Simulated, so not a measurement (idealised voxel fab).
Herein follows the process module entitled voxel wiring stack.
It is cross-section cut that appears here, measuring 240 nm in width, its square cells being 5 nm in size.
In this document a cross-section is written as a grid of square cells. It is given as a series of bands, listed from the top down, and a band is one or more rows of cells.
The entry gives the band's vertical extent as a top height and a bottom height in nm, then its horizontal make-up as materials from left to right, each with a width in nm. "blank" stands for empty space; a single material marked "all across" fills the band edge to edge.
Heights are measured from 0, the level below which the as-received wafer is all one material; the lowest band has no bottom and continues downward, written as in "0 nm and below".
Quick explanation for "30->40": the width changes in equal steps down the rows of cells, from the first number in the band's top row to the second number in its bottom row.
Where the words "identical to before" appear for a step, the cross-section shows no cell changed by that step; every cell remained as before.
Enclosed voids (no open way to top), threshold 8 cells or more, entry "Enclosed void catalog", notation width x height at distance, distance from left edge, nm.
after a step's settings: what the simulator itself notes on the step
The line of a step may include "overlay nm". On a step with a mask, this value is how far to the right of its planned place the mask lay. A negative value means the mask lay to the left.
List of planned process steps:
- 1: RECEIVE,material Si
- 2: CONFORMAL_DEP,material SiO2,thk nm 15
- 3: DIRECTIONAL_DEP,material TiN,thk nm 5
- 4: DIRECTIONAL_DEP,material W,thk nm 20
- 5: PATTERN,tone cover,mask id METAL_1,material resist,width nm 25,pitch nm 45,thk nm 15,overlay nm 0
- 6: DIRECTIONAL_ETCH,etch materials W,depth nm 20
- 7: DIRECTIONAL_ETCH,etch materials TiN,depth nm 5
- 8: STRIP,etch materials resist
- 9: FILL_DEP,material SiO2,thk nm 10
- 10: CMP,height nm 40
- 11: CONFORMAL_DEP,material SiCN,thk nm 5
- 12: DIRECTIONAL_DEP,material SiO2,thk nm 25
- 13: MASKED_ETCH,tone open,mask id METAL_2_HOLES,width nm 15,pitch nm 90,etch materials SiO2,depth nm 25,overlay nm 0
- 14: PATTERN,tone open,mask id METAL_2,material resist,width nm 25,pitch nm 45,thk nm 15,overlay nm 0
- 15: DIRECTIONAL_ETCH,etch materials SiO2,depth nm 15
- 16: DIRECTIONAL_ETCH,etch materials SiCN,depth nm 5
- 17: STRIP,etch materials resist
- 18: CONFORMAL_DEP,material TiN,thk nm 5
- 19: FILL_DEP,material Cu,thk nm 10
- 20: CMP,height nm 70
- 21: CONFORMAL_DEP,material SiCN,thk nm 5
- 22: DIRECTIONAL_DEP,material SiO2,thk nm 35
- 23: DIRECTIONAL_DEP,material aC,thk nm 15
- 24: PATTERN,tone open,mask id METAL_3,material resist,width nm 25,pitch nm 45,thk nm 35,overlay nm 0
- 25: DIRECTIONAL_ETCH,etch materials aC,depth nm 15
- 26: STRIP,etch materials resist
- 27: DIRECTIONAL_ETCH,etch materials SiO2,depth nm 20
- 28: STRIP,etch materials aC
- 29: PATTERN,tone open,mask id METAL_3_HOLES,material resist,width nm 15,pitch nm 90,thk nm 20,overlay nm 0
- 30: DIRECTIONAL_ETCH,etch materials SiO2,depth nm 15
- 31: DIRECTIONAL_ETCH,etch materials SiCN,depth nm 5
- 32: STRIP,etch materials resist
- 33: CONFORMAL_DEP,material TiN,thk nm 5
- 34: FILL_DEP,material Ru,thk nm 10
- 35: CMP,height nm 110
- 36: CONFORMAL_DEP,material SiCN,thk nm 5
- 37: DIRECTIONAL_DEP,material SiO2,thk nm 25
- 38: DIRECTIONAL_DEP,material aC,thk nm 15
- 39: PATTERN,tone open,mask id METAL_4,material resist,width nm 25,pitch nm 45,thk nm 30,overlay nm 0
- 40: DIRECTIONAL_ETCH,etch materials aC,depth nm 15
- 41: STRIP,etch materials resist
- 42: DIRECTIONAL_ETCH,etch materials SiO2,depth nm 15
- 43: STRIP,etch materials aC
- 44: PATTERN,tone open,mask id METAL_4_HOLES,material resist,width nm 15,pitch nm 90,thk nm 20,overlay nm 0
- 45: DIRECTIONAL_ETCH,etch materials SiO2,depth nm 10
- 46: DIRECTIONAL_ETCH,etch materials SiCN,depth nm 5
- 47: STRIP,etch materials resist
- 48: CONFORMAL_DEP,material TiN,thk nm 5
- 49: FILL_DEP,material Cu,thk nm 10
- 50: CMP,height nm 140
- 51: CONFORMAL_DEP,material SiN,thk nm 5
First wafer of two (run as planned):
As received, after step 1:
* 0 nm and below  Si all across
* Enclosed void catalog: none
Step 2 done - wafer cross-section:
* 15 nm to 0 nm  SiO2 all across
* No changes below 0.
Step 3 done - wafer cross-section:
* 20 nm to 15 nm  TiN all across
* No changes below 15.
Step 4 done - wafer cross-section:
* 40 nm to 20 nm  W all across
* No changes below 20.
Step 5 done - wafer cross-section:
* 55 nm to 40 nm  blank 60  resist 25  blank 20  resist 25  blank 20  resist 25  blank 65
* No changes below 40.
Step 6 done - wafer cross-section:
* 55 nm to 40 nm  blank 60  resist 25  blank 20  resist 25  blank 20  resist 25  blank 65
* 40 nm to 20 nm  blank 60  W 25  blank 20  W 25  blank 20  W 25  blank 65
* No changes below 20.
Step 7 done - wafer cross-section:
* 55 nm to 40 nm  blank 60  resist 25  blank 20  resist 25  blank 20  resist 25  blank 65
* 40 nm to 20 nm  blank 60  W 25  blank 20  W 25  blank 20  W 25  blank 65
* 20 nm to 15 nm  blank 60  TiN 25  blank 20  TiN 25  blank 20  TiN 25  blank 65
* No changes below 15.
Step 8 done - wafer cross-section:
* 40 nm to 20 nm  blank 60  W 25  blank 20  W 25  blank 20  W 25  blank 65
* No changes below 20.
Step 9 done - wafer cross-section:
* 50 nm to 40 nm  SiO2 all across
* 40 nm to 20 nm  SiO2 60  W 25  SiO2 20  W 25  SiO2 20  W 25  SiO2 65
* 20 nm to 15 nm  SiO2 60  TiN 25  SiO2 20  TiN 25  SiO2 20  TiN 25  SiO2 65
* No changes below 15.
Step 10 done - wafer cross-section:
* 40 nm to 20 nm  SiO2 60  W 25  SiO2 20  W 25  SiO2 20  W 25  SiO2 65
* No changes below 20.
Step 11 done - wafer cross-section:
* 45 nm to 40 nm  SiCN all across
* No changes below 40.
Step 12 done - wafer cross-section:
* 70 nm to 45 nm  SiO2 all across
* No changes below 45.
Step 13 done - wafer cross-section:
* 70 nm to 45 nm  SiO2 60  blank 15  SiO2 75  blank 15  SiO2 75
* No changes below 45.
Step 14 done - wafer cross-section:
* 85 nm to 70 nm  resist 60  blank 25  resist 20  blank 25  resist 20  blank 25  resist 65
* No changes below 70.
Step 15 done - wafer cross-section:
* 85 nm to 70 nm  resist 60  blank 25  resist 20  blank 25  resist 20  blank 25  resist 65
* 70 nm to 55 nm  SiO2 60  blank 25  SiO2 20  blank 25  SiO2 20  blank 25  SiO2 65
* No changes below 55.
Step 16 done - wafer cross-section:
* 85 nm to 70 nm  resist 60  blank 25  resist 20  blank 25  resist 20  blank 25  resist 65
* 70 nm to 55 nm  SiO2 60  blank 25  SiO2 20  blank 25  SiO2 20  blank 25  SiO2 65
* 55 nm to 45 nm  SiO2 60  blank 15  SiO2 75  blank 15  SiO2 75
* 45 nm to 40 nm  SiCN 60  blank 15  SiCN 75  blank 15  SiCN 75
* No changes below 40.
Step 17 done - wafer cross-section:
* 70 nm to 55 nm  SiO2 60  blank 25  SiO2 20  blank 25  SiO2 20  blank 25  SiO2 65
* No changes below 55.
Step 18 done - wafer cross-section:
* 75 nm to 70 nm  TiN 65  blank 15  TiN 30  blank 15  TiN 30  blank 15  TiN 70
* 70 nm to 60 nm  SiO2 60  TiN 5  blank 15  TiN 5  SiO2 20  TiN 5  blank 15  TiN 5  SiO2 20  TiN 5  blank 15  TiN 5  SiO2 65
* 60 nm to 55 nm  SiO2 60  TiN 5  blank 5  TiN 15  SiO2 20  TiN 25  SiO2 20  TiN 5  blank 5  TiN 15  SiO2 65
* 55 nm to 45 nm  SiO2 60  TiN 5  blank 5  TiN 5  SiO2 75  TiN 5  blank 5  TiN 5  SiO2 75
* 45 nm to 40 nm  SiCN 60  TiN 15  SiCN 75  TiN 15  SiCN 75
* No changes below 40.
Step 19 done - wafer cross-section:
* 85 nm to 75 nm  Cu all across
* 75 nm to 70 nm  TiN 65  Cu 15  TiN 30  Cu 15  TiN 30  Cu 15  TiN 70
* 70 nm to 60 nm  SiO2 60  TiN 5  Cu 15  TiN 5  SiO2 20  TiN 5  Cu 15  TiN 5  SiO2 20  TiN 5  Cu 15  TiN 5  SiO2 65
* 60 nm to 55 nm  SiO2 60  TiN 5  Cu 5  TiN 15  SiO2 20  TiN 25  SiO2 20  TiN 5  Cu 5  TiN 15  SiO2 65
* 55 nm to 45 nm  SiO2 60  TiN 5  Cu 5  TiN 5  SiO2 75  TiN 5  Cu 5  TiN 5  SiO2 75
* No changes below 45.
Step 20 done - wafer cross-section:
* 70 nm to 60 nm  SiO2 60  TiN 5  Cu 15  TiN 5  SiO2 20  TiN 5  Cu 15  TiN 5  SiO2 20  TiN 5  Cu 15  TiN 5  SiO2 65
* No changes below 60.
Step 21 done - wafer cross-section:
* 75 nm to 70 nm  SiCN all across
* No changes below 70.
Step 22 done - wafer cross-section:
* 110 nm to 75 nm  SiO2 all across
* No changes below 75.
Step 23 done - wafer cross-section:
* 125 nm to 110 nm  aC all across
* No changes below 110.
Step 24 done - wafer cross-section:
* 160 nm to 125 nm  resist 60  blank 25  resist 20  blank 25  resist 20  blank 25  resist 65
* No changes below 125.
Step 25 done - wafer cross-section:
* 145 nm to 125 nm  resist 60  blank 25  resist 20  blank 25  resist 20  blank 25  resist 65
* 125 nm to 110 nm  aC 60  blank 25  aC 20  blank 25  aC 20  blank 25  aC 65
* No changes below 110.
Step 26 done - wafer cross-section:
* 125 nm to 110 nm  aC 60  blank 25  aC 20  blank 25  aC 20  blank 25  aC 65
* No changes below 110.
Step 27 done - wafer cross-section:
* 125 nm to 110 nm  aC 60  blank 25  aC 20  blank 25  aC 20  blank 25  aC 65
* 110 nm to 90 nm  SiO2 60  blank 25  SiO2 20  blank 25  SiO2 20  blank 25  SiO2 65
* No changes below 90.
Step 28 done - wafer cross-section:
* 110 nm to 90 nm  SiO2 60  blank 25  SiO2 20  blank 25  SiO2 20  blank 25  SiO2 65
* No changes below 90.
Step 29 done - wafer cross-section:
* 130 nm to 110 nm  resist 60  blank 15  resist 75  blank 15  resist 75
* 110 nm to 90 nm  SiO2 60  blank 15  resist 10  SiO2 20  resist 25  SiO2 20  blank 15  resist 10  SiO2 65
* No changes below 90.
Step 30 done - wafer cross-section:
* 130 nm to 110 nm  resist 60  blank 15  resist 75  blank 15  resist 75
* 110 nm to 90 nm  SiO2 60  blank 15  resist 10  SiO2 20  resist 25  SiO2 20  blank 15  resist 10  SiO2 65
* 90 nm to 75 nm  SiO2 60  blank 15  SiO2 75  blank 15  SiO2 75
* No changes below 75.
Step 31 done - wafer cross-section:
* 130 nm to 110 nm  resist 60  blank 15  resist 75  blank 15  resist 75
* 110 nm to 90 nm  SiO2 60  blank 15  resist 10  SiO2 20  resist 25  SiO2 20  blank 15  resist 10  SiO2 65
* 90 nm to 75 nm  SiO2 60  blank 15  SiO2 75  blank 15  SiO2 75
* 75 nm to 70 nm  SiCN 60  blank 15  SiCN 75  blank 15  SiCN 75
* No changes below 70.
Step 32 done - wafer cross-section:
* 110 nm to 90 nm  SiO2 60  blank 25  SiO2 20  blank 25  SiO2 20  blank 25  SiO2 65
* No changes below 90.
Step 33 done - wafer cross-section:
* 115 nm to 110 nm  TiN 65  blank 15  TiN 30  blank 15  TiN 30  blank 15  TiN 70
* 110 nm to 95 nm  SiO2 60  TiN 5  blank 15  TiN 5  SiO2 20  TiN 5  blank 15  TiN 5  SiO2 20  TiN 5  blank 15  TiN 5  SiO2 65
* 95 nm to 90 nm  SiO2 60  TiN 5  blank 5  TiN 15  SiO2 20  TiN 25  SiO2 20  TiN 5  blank 5  TiN 15  SiO2 65
* 90 nm to 75 nm  SiO2 60  TiN 5  blank 5  TiN 5  SiO2 75  TiN 5  blank 5  TiN 5  SiO2 75
* 75 nm to 70 nm  SiCN 60  TiN 15  SiCN 75  TiN 15  SiCN 75
* No changes below 70.
Step 34 done - wafer cross-section:
* 125 nm to 115 nm  Ru all across
* 115 nm to 110 nm  TiN 65  Ru 15  TiN 30  Ru 15  TiN 30  Ru 15  TiN 70
* 110 nm to 95 nm  SiO2 60  TiN 5  Ru 15  TiN 5  SiO2 20  TiN 5  Ru 15  TiN 5  SiO2 20  TiN 5  Ru 15  TiN 5  SiO2 65
* 95 nm to 90 nm  SiO2 60  TiN 5  Ru 5  TiN 15  SiO2 20  TiN 25  SiO2 20  TiN 5  Ru 5  TiN 15  SiO2 65
* 90 nm to 75 nm  SiO2 60  TiN 5  Ru 5  TiN 5  SiO2 75  TiN 5  Ru 5  TiN 5  SiO2 75
* No changes below 75.
Step 35 done - wafer cross-section:
* 110 nm to 95 nm  SiO2 60  TiN 5  Ru 15  TiN 5  SiO2 20  TiN 5  Ru 15  TiN 5  SiO2 20  TiN 5  Ru 15  TiN 5  SiO2 65
* No changes below 95.
Step 36 done - wafer cross-section:
* 115 nm to 110 nm  SiCN all across
* No changes below 110.
Step 37 done - wafer cross-section:
* 140 nm to 115 nm  SiO2 all across
* No changes below 115.
Step 38 done - wafer cross-section:
* 155 nm to 140 nm  aC all across
* No changes below 140.
Step 39 done - wafer cross-section:
* 185 nm to 155 nm  resist 60  blank 25  resist 20  blank 25  resist 20  blank 25  resist 65
* No changes below 155.
Step 40 done - wafer cross-section:
* 170 nm to 155 nm  resist 60  blank 25  resist 20  blank 25  resist 20  blank 25  resist 65
* 155 nm to 140 nm  aC 60  blank 25  aC 20  blank 25  aC 20  blank 25  aC 65
* No changes below 140.
Step 41 done - wafer cross-section:
* 155 nm to 140 nm  aC 60  blank 25  aC 20  blank 25  aC 20  blank 25  aC 65
* No changes below 140.
Step 42 done - wafer cross-section:
* 155 nm to 140 nm  aC 60  blank 25  aC 20  blank 25  aC 20  blank 25  aC 65
* 140 nm to 125 nm  SiO2 60  blank 25  SiO2 20  blank 25  SiO2 20  blank 25  SiO2 65
* No changes below 125.
Step 43 done - wafer cross-section:
* 140 nm to 125 nm  SiO2 60  blank 25  SiO2 20  blank 25  SiO2 20  blank 25  SiO2 65
* No changes below 125.
Step 44 done - wafer cross-section:
* 160 nm to 140 nm  resist 60  blank 15  resist 75  blank 15  resist 75
* 140 nm to 125 nm  SiO2 60  blank 15  resist 10  SiO2 20  resist 25  SiO2 20  blank 15  resist 10  SiO2 65
* No changes below 125.
Step 45 done - wafer cross-section:
* 160 nm to 140 nm  resist 60  blank 15  resist 75  blank 15  resist 75
* 140 nm to 125 nm  SiO2 60  blank 15  resist 10  SiO2 20  resist 25  SiO2 20  blank 15  resist 10  SiO2 65
* 125 nm to 115 nm  SiO2 60  blank 15  SiO2 75  blank 15  SiO2 75
* No changes below 115.
Step 46 done - wafer cross-section:
* 160 nm to 140 nm  resist 60  blank 15  resist 75  blank 15  resist 75
* 140 nm to 125 nm  SiO2 60  blank 15  resist 10  SiO2 20  resist 25  SiO2 20  blank 15  resist 10  SiO2 65
* 125 nm to 115 nm  SiO2 60  blank 15  SiO2 75  blank 15  SiO2 75
* 115 nm to 110 nm  SiCN 60  blank 15  SiCN 75  blank 15  SiCN 75
* No changes below 110.
Step 47 done - wafer cross-section:
* 140 nm to 125 nm  SiO2 60  blank 25  SiO2 20  blank 25  SiO2 20  blank 25  SiO2 65
* No changes below 125.
Step 48 done - wafer cross-section:
* 145 nm to 140 nm  TiN 65  blank 15  TiN 30  blank 15  TiN 30  blank 15  TiN 70
* 140 nm to 130 nm  SiO2 60  TiN 5  blank 15  TiN 5  SiO2 20  TiN 5  blank 15  TiN 5  SiO2 20  TiN 5  blank 15  TiN 5  SiO2 65
* 130 nm to 125 nm  SiO2 60  TiN 5  blank 5  TiN 15  SiO2 20  TiN 25  SiO2 20  TiN 5  blank 5  TiN 15  SiO2 65
* 125 nm to 115 nm  SiO2 60  TiN 5  blank 5  TiN 5  SiO2 75  TiN 5  blank 5  TiN 5  SiO2 75
* 115 nm to 110 nm  SiCN 60  TiN 15  SiCN 75  TiN 15  SiCN 75
* No changes below 110.
Step 49 done - wafer cross-section:
* 155 nm to 145 nm  Cu all across
* 145 nm to 140 nm  TiN 65  Cu 15  TiN 30  Cu 15  TiN 30  Cu 15  TiN 70
* 140 nm to 130 nm  SiO2 60  TiN 5  Cu 15  TiN 5  SiO2 20  TiN 5  Cu 15  TiN 5  SiO2 20  TiN 5  Cu 15  TiN 5  SiO2 65
* 130 nm to 125 nm  SiO2 60  TiN 5  Cu 5  TiN 15  SiO2 20  TiN 25  SiO2 20  TiN 5  Cu 5  TiN 15  SiO2 65
* 125 nm to 115 nm  SiO2 60  TiN 5  Cu 5  TiN 5  SiO2 75  TiN 5  Cu 5  TiN 5  SiO2 75
* No changes below 115.
Step 50 done - wafer cross-section:
* 140 nm to 130 nm  SiO2 60  TiN 5  Cu 15  TiN 5  SiO2 20  TiN 5  Cu 15  TiN 5  SiO2 20  TiN 5  Cu 15  TiN 5  SiO2 65
* No changes below 130.
Step 51 done - wafer cross-section:
* 145 nm to 140 nm  SiN all across
* No changes below 140.
Now the other wafer: same start, same recipe, but we messed up one thing when running it. Up to and including step 35 it's the same as the first one:
Second wafer: cross-section at the scheduled end of step 36:
* 135 nm to 110 nm  SiO2 all across
* No changes below 110.
Second wafer: cross-section at the scheduled end of step 37:
* 140 nm to 135 nm  SiCN all across
* No changes below 135.
Second wafer: cross-section at the scheduled end of step 38:
* 155 nm to 140 nm  aC all across
* No changes below 140.
Second wafer: cross-section at the scheduled end of step 39:
* 185 nm to 155 nm  resist 60  blank 25  resist 20  blank 25  resist 20  blank 25  resist 65
* No changes below 155.
Second wafer: cross-section at the scheduled end of step 40:
* 170 nm to 155 nm  resist 60  blank 25  resist 20  blank 25  resist 20  blank 25  resist 65
* 155 nm to 140 nm  aC 60  blank 25  aC 20  blank 25  aC 20  blank 25  aC 65
* No changes below 140.
Second wafer: cross-section at the scheduled end of step 41:
* 155 nm to 140 nm  aC 60  blank 25  aC 20  blank 25  aC 20  blank 25  aC 65
* No changes below 140.
Second wafer: cross-section at the scheduled end of step 42: identical to before
Second wafer: cross-section at the scheduled end of step 43:
* 140 nm to 135 nm  SiCN all across
* No changes below 135.
Second wafer: cross-section at the scheduled end of step 44:
* 160 nm to 140 nm  resist 60  blank 15  resist 75  blank 15  resist 75
* No changes below 140.
Second wafer: cross-section at the scheduled end of step 45: identical to before
Second wafer: cross-section at the scheduled end of step 46:
* 160 nm to 140 nm  resist 60  blank 15  resist 75  blank 15  resist 75
* 140 nm to 135 nm  SiCN 60  blank 15  SiCN 75  blank 15  SiCN 75
* No changes below 135.
Second wafer: cross-section at the scheduled end of step 47:
* 140 nm to 135 nm  SiCN 60  blank 15  SiCN 75  blank 15  SiCN 75
* No changes below 135.
Second wafer: cross-section at the scheduled end of step 48:
* 145 nm to 140 nm  TiN 65  blank 5  TiN 85  blank 5  TiN 80
* 140 nm to 135 nm  SiCN 60  TiN 15  SiCN 75  TiN 15  SiCN 75
* No changes below 135.
Second wafer: cross-section at the scheduled end of step 49:
* 155 nm to 145 nm  Cu all across
* 145 nm to 140 nm  TiN 65  Cu 5  TiN 85  Cu 5  TiN 80
* No changes below 140.
Second wafer: cross-section at the scheduled end of step 50:
* 140 nm to 135 nm  SiCN 60  TiN 15  SiCN 75  TiN 15  SiCN 75
* No changes below 135.
Second wafer: cross-section at the scheduled end of step 51:
* 145 nm to 140 nm  SiN all across
* No changes below 140.
Diagnosis: note: step 36 <-> step 37, run order reversed vs plan
Final tally in cells, some materials are higher or lower on the second wafer than on the first: Cu -24, SiO2 +57, TiN -33
